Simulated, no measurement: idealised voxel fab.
Herein follows the process module entitled voxel transistor to metal.
Square cell edge 5 nm, section width 210 nm, ID cut.
A cross-section in this document is a grid of square cells, and it is written down as bands, the top band listed before the ones below it; a band is made up of one or more rows of cells.
What a band's entry tells you: where the top is and where the bottom is, as heights in nm, and after that what lies inside, material by material from left to right, each with its width in nm. Empty space is written as the word "air", and a single material marked with the word "throughout" occupies the band from edge to edge.
Basically, 0 is our baseline, since under it the wafer straight out of the box is all one material. The bottom band has no lower end and keeps on going down, so it looks like "z 0 and below".
Quick explanation for "30->40": the width changes in equal steps down the rows of cells, from the first number in the band's top row to the second number in its bottom row.
Given "nothing altered" for a step, no cell of the cross-section differs between before and after that step.
"Enclosed void catalog": sealed empty spaces, 8 cells or more, no open way to top, listed width x height at distance, with distance from the left edge and width, height and distance in nm.
Formally, on a step line, whatever follows the settings is a remark that the simulator itself makes on the step.
Among the settings permitted on a step's line is "overlay nm"; applied to a step with a mask, it specifies the extent to which the mask lay to the right of its planned position, whereas a negative figure signifies a position to the left.

**plan**
- 1: RECEIVE with material Si
- 2: CONFORMAL_DEP with material SiO2, thk nm 5
- 3: CONFORMAL_DEP with material SiN, thk nm 10
- 4: MASKED_ETCH with tone cover, mask id ACTIVE, width nm 115, etch materials SiN, depth nm 10, overlay nm 0
- 5: MASKED_ETCH with tone cover, mask id ACTIVE, width nm 115, etch materials SiO2, depth nm 5, overlay nm 0
- 6: MASKED_ETCH with tone cover, mask id ACTIVE, width nm 115, etch materials Si, depth nm 35, overlay nm 0
- 7: OXIDIZE with depth nm 5
- 8: FILL_DEP with material SiO2, thk nm 15
- 9: CMP with height nm 15
- 10: SELECTIVE_ETCH with etch materials SiO2, depth nm 5
- 11: STRIP with etch materials SiN
- 12: SELECTIVE_ETCH with etch materials SiO2, depth nm 5
- 13: OXIDIZE with depth nm 5
- 14: DIRECTIONAL_DEP with material polySi, thk nm 30
- 15: DIRECTIONAL_DEP with material SiCN, thk nm 10
- 16: PATTERN with tone cover, mask id GATE, material resist, width nm 25, thk nm 15, overlay nm 0
- 17: DIRECTIONAL_ETCH with etch materials SiCN, depth nm 20
- 18: DIRECTIONAL_ETCH with etch materials polySi, depth nm 40
- 19: STRIP with etch materials resist
- 20: CONFORMAL_DEP with material SiN, thk nm 10
- 21: DIRECTIONAL_ETCH with etch materials SiN, depth nm 10
- 22: DIRECTIONAL_ETCH with etch materials SiO2, depth nm 5
- 23: EPI with material nSi, thk nm 5
- 24: FILL_DEP with material SiO2, thk nm 5
- 25: CMP with height nm 40
- 26: DIRECTIONAL_DEP with material SiO2, thk nm 10
- 27: DIRECTIONAL_DEP with material aC, thk nm 10
- 28: PATTERN with tone open, mask id CONTACT, material resist, width nm 20, pitch nm 75, thk nm 30, overlay nm 0
- 29: DIRECTIONAL_ETCH with etch materials aC, depth nm 10
- 30: STRIP with etch materials resist
- 31: DIRECTIONAL_ETCH with etch materials SiO2, depth nm 50
- 32: STRIP with etch materials aC
- 33: CONFORMAL_DEP with material TiN, thk nm 5
- 34: FILL_DEP with material Ru, thk nm 5
- 35: CMP with height nm 50
- 36: CONFORMAL_DEP with material SiCN, thk nm 5
- 37: DIRECTIONAL_DEP with material lowk, thk nm 15
- 38: PATTERN with tone open, mask id METAL_1, material resist, width nm 20, pitch nm 75, thk nm 20, overlay nm 0
- 39: DIRECTIONAL_ETCH with etch materials lowk, depth nm 15
- 40: DIRECTIONAL_ETCH with etch materials SiCN, depth nm 5
- 41: STRIP with etch materials resist
- 42: CONFORMAL_DEP with material TiN, thk nm 5
- 43: FILL_DEP with material W, thk nm 5
- 44: CMP with height nm 70
- 45: CONFORMAL_DEP with material SiN, thk nm 5

**The first of two wafers, run as planned**

**Here's what the wafer looked like in cross-section when it arrived - that's after step 1**
    z 0 and below = Si throughout
    Enclosed void catalog: none

**The wafer in cross-section once step 2 is complete**
    z 5 to 0 = SiO2 throughout
    At heights below 0, the structure remains unaltered.

**The wafer in cross-section once step 3 is complete**
    z 15 to 5 = SiN throughout
    At heights below 5, the structure remains unaltered.

**The wafer in cross-section once step 4 is complete**
    z 15 to 5 = 45 nm air | 115 nm SiN | 50 nm air
    At heights below 5, the structure remains unaltered.

**The wafer in cross-section once step 5 is complete**
    z 15 to 5 = 45 nm air | 115 nm SiN | 50 nm air
    z 5 to 0 = 45 nm air | 115 nm SiO2 | 50 nm air
    At heights below 0, the structure remains unaltered.

**The wafer in cross-section once step 6 is complete**
    z 15 to 5 = 45 nm air | 115 nm SiN | 50 nm air
    z 5 to 0 = 45 nm air | 115 nm SiO2 | 50 nm air
    z 0 to -35 = 45 nm air | 115 nm Si | 50 nm air
    At heights below -35, the structure remains unaltered.

**The wafer in cross-section once step 7 is complete**
    z 15 to 5 = 45 nm air | 115 nm SiN | 50 nm air
    z 5 to 0 = 45 nm air | 115 nm SiO2 | 50 nm air
    z 0 to -35 = 45 nm air | 5 nm SiO2 | 105 nm Si | 5 nm SiO2 | 50 nm air
    z -35 to -40 = 50 nm SiO2 | 105 nm Si | 55 nm SiO2
    At heights below -40, the structure remains unaltered.

**The wafer in cross-section once step 8 is complete**
    z 30 to 15 = SiO2 throughout
    z 15 to 5 = 45 nm SiO2 | 115 nm SiN | 50 nm SiO2
    z 5 to 0 = SiO2 throughout
    z 0 to -40 = 50 nm SiO2 | 105 nm Si | 55 nm SiO2
    At heights below -40, the structure remains unaltered.

**The wafer in cross-section once step 9 is complete**
    z 15 to 5 = 45 nm SiO2 | 115 nm SiN | 50 nm SiO2
    At heights below 5, the structure remains unaltered.

**The wafer in cross-section once step 10 is complete**
    z 15 to 10 = 45 nm air | 115 nm SiN | 50 nm air
    At heights below 10, the structure remains unaltered.

**The wafer in cross-section once step 11 is complete**
    z 10 to 5 = 45 nm SiO2 | 115 nm air | 50 nm SiO2
    At heights below 5, the structure remains unaltered.

**The wafer in cross-section once step 12 is complete**
    z 5 to 0 = 40 nm SiO2 | 125 nm air | 45 nm SiO2
    At heights below 0, the structure remains unaltered.

**The wafer in cross-section once step 13 is complete**
    z 5 to 0 = 40 nm SiO2 | 125 nm air | 45 nm SiO2
    z 0 to -5 = SiO2 throughout
    At heights below -5, the structure remains unaltered.

**The wafer in cross-section once step 14 is complete**
    z 35 to 30 = 40 nm polySi | 125 nm air | 45 nm polySi
    z 30 to 5 = polySi throughout
    z 5 to 0 = 40 nm SiO2 | 125 nm polySi | 45 nm SiO2
    At heights below 0, the structure remains unaltered.

**The wafer in cross-section once step 15 is complete**
    z 45 to 40 = 40 nm SiCN | 125 nm air | 45 nm SiCN
    z 40 to 35 = SiCN throughout
    z 35 to 30 = 40 nm polySi | 125 nm SiCN | 45 nm polySi
    At heights below 30, the structure remains unaltered.

**The wafer in cross-section once step 16 is complete**
    z 60 to 45 = 90 nm air | 25 nm resist | 95 nm air
    z 45 to 40 = 40 nm SiCN | 50 nm air | 25 nm resist | 50 nm air | 45 nm SiCN
    At heights below 40, the structure remains unaltered.

**The wafer in cross-section once step 17 is complete**
    z 60 to 40 = 90 nm air | 25 nm resist | 95 nm air
    z 40 to 35 = 90 nm air | 25 nm SiCN | 95 nm air
    z 35 to 30 = 40 nm polySi | 50 nm air | 25 nm SiCN | 50 nm air | 45 nm polySi
    At heights below 30, the structure remains unaltered.

**The wafer in cross-section once step 18 is complete**
    z 60 to 40 = 90 nm air | 25 nm resist | 95 nm air
    z 40 to 30 = 90 nm air | 25 nm SiCN | 95 nm air
    z 30 to 5 = 90 nm air | 25 nm polySi | 95 nm air
    z 5 to 0 = 40 nm SiO2 | 50 nm air | 25 nm polySi | 50 nm air | 45 nm SiO2
    At heights below 0, the structure remains unaltered.

**The wafer in cross-section once step 19 is complete**
    z 40 to 30 = 90 nm air | 25 nm SiCN | 95 nm air
    At heights below 30, the structure remains unaltered.

**The wafer in cross-section once step 20 is complete**
    z 50 to 40 = 80 nm air | 45 nm SiN | 85 nm air
    z 40 to 30 = 80 nm air | 10 nm SiN | 25 nm SiCN | 10 nm SiN | 85 nm air
    z 30 to 15 = 80 nm air | 10 nm SiN | 25 nm polySi | 10 nm SiN | 85 nm air
    z 15 to 10 = 50 nm SiN | 30 nm air | 10 nm SiN | 25 nm polySi | 10 nm SiN | 30 nm air | 55 nm SiN
    z 10 to 5 = 90 nm SiN | 25 nm polySi | 95 nm SiN
    z 5 to 0 = 40 nm SiO2 | 50 nm SiN | 25 nm polySi | 50 nm SiN | 45 nm SiO2
    At heights below 0, the structure remains unaltered.

**The wafer in cross-section once step 21 is complete**
    z 40 to 30 = 80 nm air | 10 nm SiN | 25 nm SiCN | 10 nm SiN | 85 nm air
    z 30 to 5 = 80 nm air | 10 nm SiN | 25 nm polySi | 10 nm SiN | 85 nm air
    z 5 to 0 = 40 nm SiO2 | 10 nm SiN | 30 nm air | 10 nm SiN | 25 nm polySi | 10 nm SiN | 30 nm air | 10 nm SiN | 45 nm SiO2
    At heights below 0, the structure remains unaltered.

**The wafer in cross-section once step 22 is complete**
    z 40 to 30 = 80 nm air | 10 nm SiN | 25 nm SiCN | 10 nm SiN | 85 nm air
    z 30 to 5 = 80 nm air | 10 nm SiN | 25 nm polySi | 10 nm SiN | 85 nm air
    z 5 to 0 = 40 nm air | 10 nm SiN | 30 nm air | 10 nm SiN | 25 nm polySi | 10 nm SiN | 30 nm air | 10 nm SiN | 45 nm air
    z 0 to -5 = 50 nm SiO2 | 30 nm air | 45 nm SiO2 | 30 nm air | 55 nm SiO2
    At heights below -5, the structure remains unaltered.

**The wafer in cross-section once step 23 is complete**
    z 40 to 30 = 80 nm air | 10 nm SiN | 25 nm SiCN | 10 nm SiN | 85 nm air
    z 30 to 5 = 80 nm air | 10 nm SiN | 25 nm polySi | 10 nm SiN | 85 nm air
    z 5 to 0 = 40 nm air | 10 nm SiN | 30 nm air | 10 nm SiN | 25 nm polySi | 10 nm SiN | 30 nm air | 10 nm SiN | 45 nm air
    z 0 to -5 = 50 nm SiO2 | 30 nm nSi | 45 nm SiO2 | 30 nm nSi | 55 nm SiO2
    At heights below -5, the structure remains unaltered.

**The wafer in cross-section once step 24 is complete**
    z 45 to 40 = SiO2 throughout
    z 40 to 30 = 80 nm SiO2 | 10 nm SiN | 25 nm SiCN | 10 nm SiN | 85 nm SiO2
    z 30 to 5 = 80 nm SiO2 | 10 nm SiN | 25 nm polySi | 10 nm SiN | 85 nm SiO2
    z 5 to 0 = 40 nm SiO2 | 10 nm SiN | 30 nm SiO2 | 10 nm SiN | 25 nm polySi | 10 nm SiN | 30 nm SiO2 | 10 nm SiN | 45 nm SiO2
    At heights below 0, the structure remains unaltered.

**The wafer in cross-section once step 25 is complete**
    z 40 to 30 = 80 nm SiO2 | 10 nm SiN | 25 nm SiCN | 10 nm SiN | 85 nm SiO2
    At heights below 30, the structure remains unaltered.

**The wafer in cross-section once step 26 is complete**
    z 50 to 40 = SiO2 throughout
    At heights below 40, the structure remains unaltered.

**The wafer in cross-section once step 27 is complete**
    z 60 to 50 = aC throughout
    At heights below 50, the structure remains unaltered.

**The wafer in cross-section once step 28 is complete**
    z 90 to 60 = 55 nm resist | 20 nm air | 55 nm resist | 20 nm air | 60 nm resist
    At heights below 60, the structure remains unaltered.

**The wafer in cross-section once step 29 is complete**
    z 80 to 60 = 55 nm resist | 20 nm air | 55 nm resist | 20 nm air | 60 nm resist
    z 60 to 50 = 55 nm aC | 20 nm air | 55 nm aC | 20 nm air | 60 nm aC
    At heights below 50, the structure remains unaltered.

**The wafer in cross-section once step 30 is complete**
    z 60 to 50 = 55 nm aC | 20 nm air | 55 nm aC | 20 nm air | 60 nm aC
    At heights below 50, the structure remains unaltered.

**The wafer in cross-section once step 31 is complete**
    z 60 to 50 = 55 nm aC | 20 nm air | 55 nm aC | 20 nm air | 60 nm aC
    z 50 to 40 = 55 nm SiO2 | 20 nm air | 55 nm SiO2 | 20 nm air | 60 nm SiO2
    z 40 to 30 = 55 nm SiO2 | 20 nm air | 5 nm SiO2 | 10 nm SiN | 25 nm SiCN | 10 nm SiN | 5 nm SiO2 | 20 nm air | 60 nm SiO2
    z 30 to 5 = 55 nm SiO2 | 20 nm air | 5 nm SiO2 | 10 nm SiN | 25 nm polySi | 10 nm SiN | 5 nm SiO2 | 20 nm air | 60 nm SiO2
    z 5 to 0 = 40 nm SiO2 | 10 nm SiN | 5 nm SiO2 | 20 nm air | 5 nm SiO2 | 10 nm SiN | 25 nm polySi | 10 nm SiN | 5 nm SiO2 | 20 nm air | 5 nm SiO2 | 10 nm SiN | 45 nm SiO2
    At heights below 0, the structure remains unaltered.

**The wafer in cross-section once step 32 is complete**
    z 50 to 40 = 55 nm SiO2 | 20 nm air | 55 nm SiO2 | 20 nm air | 60 nm SiO2
    At heights below 40, the structure remains unaltered.

**The wafer in cross-section once step 33 is complete**
    z 55 to 50 = 60 nm TiN | 10 nm air | 65 nm TiN | 10 nm air | 65 nm TiN
    z 50 to 40 = 55 nm SiO2 | 5 nm TiN | 10 nm air | 5 nm TiN | 55 nm SiO2 | 5 nm TiN | 10 nm air | 5 nm TiN | 60 nm SiO2
    z 40 to 30 = 55 nm SiO2 | 5 nm TiN | 10 nm air | 5 nm TiN | 5 nm SiO2 | 10 nm SiN | 25 nm SiCN | 10 nm SiN | 5 nm SiO2 | 5 nm TiN | 10 nm air | 5 nm TiN | 60 nm SiO2
    z 30 to 5 = 55 nm SiO2 | 5 nm TiN | 10 nm air | 5 nm TiN | 5 nm SiO2 | 10 nm SiN | 25 nm polySi | 10 nm SiN | 5 nm SiO2 | 5 nm TiN | 10 nm air | 5 nm TiN | 60 nm SiO2
    z 5 to 0 = 40 nm SiO2 | 10 nm SiN | 5 nm SiO2 | 20 nm TiN | 5 nm SiO2 | 10 nm SiN | 25 nm polySi | 10 nm SiN | 5 nm SiO2 | 20 nm TiN | 5 nm SiO2 | 10 nm SiN | 45 nm SiO2
    At heights below 0, the structure remains unaltered.

**The wafer in cross-section once step 34 is complete**
    z 60 to 55 = Ru throughout
    z 55 to 50 = 60 nm TiN | 10 nm Ru | 65 nm TiN | 10 nm Ru | 65 nm TiN
    z 50 to 40 = 55 nm SiO2 | 5 nm TiN | 10 nm Ru | 5 nm TiN | 55 nm SiO2 | 5 nm TiN | 10 nm Ru | 5 nm TiN | 60 nm SiO2
    z 40 to 30 = 55 nm SiO2 | 5 nm TiN | 10 nm Ru | 5 nm TiN | 5 nm SiO2 | 10 nm SiN | 25 nm SiCN | 10 nm SiN | 5 nm SiO2 | 5 nm TiN | 10 nm Ru | 5 nm TiN | 60 nm SiO2
    z 30 to 5 = 55 nm SiO2 | 5 nm TiN | 10 nm Ru | 5 nm TiN | 5 nm SiO2 | 10 nm SiN | 25 nm polySi | 10 nm SiN | 5 nm SiO2 | 5 nm TiN | 10 nm Ru | 5 nm TiN | 60 nm SiO2
    At heights below 5, the structure remains unaltered.

**The wafer in cross-section once step 35 is complete**
    z 50 to 40 = 55 nm SiO2 | 5 nm TiN | 10 nm Ru | 5 nm TiN | 55 nm SiO2 | 5 nm TiN | 10 nm Ru | 5 nm TiN | 60 nm SiO2
    At heights below 40, the structure remains unaltered.

**The wafer in cross-section once step 36 is complete**
    z 55 to 50 = SiCN throughout
    At heights below 50, the structure remains unaltered.

**The wafer in cross-section once step 37 is complete**
    z 70 to 55 = lowk throughout
    At heights below 55, the structure remains unaltered.

**The wafer in cross-section once step 38 is complete**
    z 90 to 70 = 55 nm resist | 20 nm air | 55 nm resist | 20 nm air | 60 nm resist
    At heights below 70, the structure remains unaltered.

**The wafer in cross-section once step 39 is complete**
    z 90 to 70 = 55 nm resist | 20 nm air | 55 nm resist | 20 nm air | 60 nm resist
    z 70 to 55 = 55 nm lowk | 20 nm air | 55 nm lowk | 20 nm air | 60 nm lowk
    At heights below 55, the structure remains unaltered.

**The wafer in cross-section once step 40 is complete**
    z 90 to 70 = 55 nm resist | 20 nm air | 55 nm resist | 20 nm air | 60 nm resist
    z 70 to 55 = 55 nm lowk | 20 nm air | 55 nm lowk | 20 nm air | 60 nm lowk
    z 55 to 50 = 55 nm SiCN | 20 nm air | 55 nm SiCN | 20 nm air | 60 nm SiCN
    At heights below 50, the structure remains unaltered.

**The wafer in cross-section once step 41 is complete**
    z 70 to 55 = 55 nm lowk | 20 nm air | 55 nm lowk | 20 nm air | 60 nm lowk
    At heights below 55, the structure remains unaltered.

**The wafer in cross-section once step 42 is complete**
    z 75 to 70 = 60 nm TiN | 10 nm air | 65 nm TiN | 10 nm air | 65 nm TiN
    z 70 to 55 = 55 nm lowk | 5 nm TiN | 10 nm air | 5 nm TiN | 55 nm lowk | 5 nm TiN | 10 nm air | 5 nm TiN | 60 nm lowk
    z 55 to 50 = 55 nm SiCN | 20 nm TiN | 55 nm SiCN | 20 nm TiN | 60 nm SiCN
    At heights below 50, the structure remains unaltered.

**The wafer in cross-section once step 43 is complete**
    z 80 to 75 = W throughout
    z 75 to 70 = 60 nm TiN | 10 nm W | 65 nm TiN | 10 nm W | 65 nm TiN
    z 70 to 55 = 55 nm lowk | 5 nm TiN | 10 nm W | 5 nm TiN | 55 nm lowk | 5 nm TiN | 10 nm W | 5 nm TiN | 60 nm lowk
    At heights below 55, the structure remains unaltered.

**The wafer in cross-section once step 44 is complete**
    z 70 to 55 = 55 nm lowk | 5 nm TiN | 10 nm W | 5 nm TiN | 55 nm lowk | 5 nm TiN | 10 nm W | 5 nm TiN | 60 nm lowk
    At heights below 55, the structure remains unaltered.

**The wafer in cross-section once step 45 is complete**
    z 75 to 70 = SiN throughout
    At heights below 70, the structure remains unaltered.

**Second wafer, same starting conditions and recipe as the first, one mistake in executing it, nothing differs from the first up to and including step 37**

**Planned end of step 38: second wafer, cross-section**
    z 90 to 70 = 65 nm resist | 20 nm air | 55 nm resist | 20 nm air | 50 nm resist
    At heights below 70, the structure remains unaltered.

**Planned end of step 39: second wafer, cross-section**
    z 90 to 70 = 65 nm resist | 20 nm air | 55 nm resist | 20 nm air | 50 nm resist
    z 70 to 55 = 65 nm lowk | 20 nm air | 55 nm lowk | 20 nm air | 50 nm lowk
    At heights below 55, the structure remains unaltered.

**Planned end of step 40: second wafer, cross-section**
    z 90 to 70 = 65 nm resist | 20 nm air | 55 nm resist | 20 nm air | 50 nm resist
    z 70 to 55 = 65 nm lowk | 20 nm air | 55 nm lowk | 20 nm air | 50 nm lowk
    z 55 to 50 = 65 nm SiCN | 20 nm air | 55 nm SiCN | 20 nm air | 50 nm SiCN
    At heights below 50, the structure remains unaltered.

**Planned end of step 41: second wafer, cross-section**
    z 70 to 55 = 65 nm lowk | 20 nm air | 55 nm lowk | 20 nm air | 50 nm lowk
    At heights below 55, the structure remains unaltered.

**Planned end of step 42: second wafer, cross-section**
    z 75 to 70 = 70 nm TiN | 10 nm air | 65 nm TiN | 10 nm air | 55 nm TiN
    z 70 to 55 = 65 nm lowk | 5 nm TiN | 10 nm air | 5 nm TiN | 55 nm lowk | 5 nm TiN | 10 nm air | 5 nm TiN | 50 nm lowk
    z 55 to 50 = 65 nm SiCN | 20 nm TiN | 55 nm SiCN | 20 nm TiN | 50 nm SiCN
    At heights below 50, the structure remains unaltered.

**Planned end of step 43: second wafer, cross-section**
    z 80 to 75 = W throughout
    z 75 to 70 = 70 nm TiN | 10 nm W | 65 nm TiN | 10 nm W | 55 nm TiN
    z 70 to 55 = 65 nm lowk | 5 nm TiN | 10 nm W | 5 nm TiN | 55 nm lowk | 5 nm TiN | 10 nm W | 5 nm TiN | 50 nm lowk
    At heights below 55, the structure remains unaltered.

**Planned end of step 44: second wafer, cross-section**
    z 70 to 55 = 65 nm lowk | 5 nm TiN | 10 nm W | 5 nm TiN | 55 nm lowk | 5 nm TiN | 10 nm W | 5 nm TiN | 50 nm lowk
    At heights below 55, the structure remains unaltered.

**Planned end of step 45: second wafer, cross-section**
    z 75 to 70 = SiN throughout
    At heights below 70, the structure remains unaltered.
Diagnosis: step 38 off recipe, ran as PATTERN with tone open, mask id METAL_1, material resist, width nm 20, pitch nm 75, thk nm 20, overlay nm 10
Same inventory, different map: at the end, the second wafer holds as many cells of each material as the first, placed elsewhere.
